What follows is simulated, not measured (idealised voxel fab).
process module | voxel released beams
cross-section cut | 205 nm wide | cells 5 nm
A cross-section is a grid of square cells, given in bands from the top down. A band is one or more rows of cells.
Each band's line starts with the height of the band's top and of its bottom, in nm. Then come its materials from left to right, each with its width in nm. One material with "throughout" fills the band from edge to edge. "air" is empty space.
Height 0 is the level under which the wafer as received is all one material. The lowest band goes on downwards, as in "0 down".
A width such as "30 to 40" changes by the same amount from each row of cells to the next, from the band's top row to its bottom row.
"no change" after a step means that no cell of the cross-section changed.
closed voids: empty space of 8 cells or more with no open way to the top, each as width x height at its distance from the left edge, in nm
after a step's settings: what the simulator itself notes on the step
overlay nm, on a step with a mask: how far to the right of its planned place the mask lay; to the left if negative
plan
1 op RECEIVE | material Si
2 op CONFORMAL_DEP | material SiN | thk nm 10
3 op DIRECTIONAL_DEP | material SiO2 | thk nm 15
4 op DIRECTIONAL_DEP | material aC | thk nm 10
5 op PATTERN | tone open | mask id ANCHOR | material resist | width nm 35 | thk nm 25 | overlay nm 0
6 op DIRECTIONAL_ETCH | etch materials aC | depth nm 10
7 op STRIP | etch materials resist
8 op DIRECTIONAL_ETCH | etch materials SiO2 | depth nm 15
9 op STRIP | etch materials aC
10 op CONFORMAL_DEP | material TiN | thk nm 15
11 op MASKED_ETCH | tone cover | mask id BEAM | width nm 80 | etch materials TiN | depth nm 15 | overlay nm 0
12 op STRIP | etch materials SiO2
as received, after step 1
  0 down: Si throughout
  closed voids: none
first wafer at the end, as planned
  40 to 25: air 60 | TiN 20 | air 5 | TiN 55 | air 65
  25 to 10: air 65 | TiN 35 | air 105
  10 to 0: SiN throughout
  0 down: Si throughout
  closed voids: none
second wafer at the end: like start, like plan, one mistake
  40 to 25: air 60 | TiN 20 | air 10 | TiN 50 | air 65
  25 to 10: air 65 | TiN 40 | air 100
  10 to 0: SiN throughout
  0 down: Si throughout
  closed voids: none
what went wrong: step 5 ran as: op PATTERN | tone open | mask id ANCHOR | material resist | width nm 40 | thk nm 25 | overlay nm 0
at the end the second wafer has, in cells: as many of each material as the first, in other places
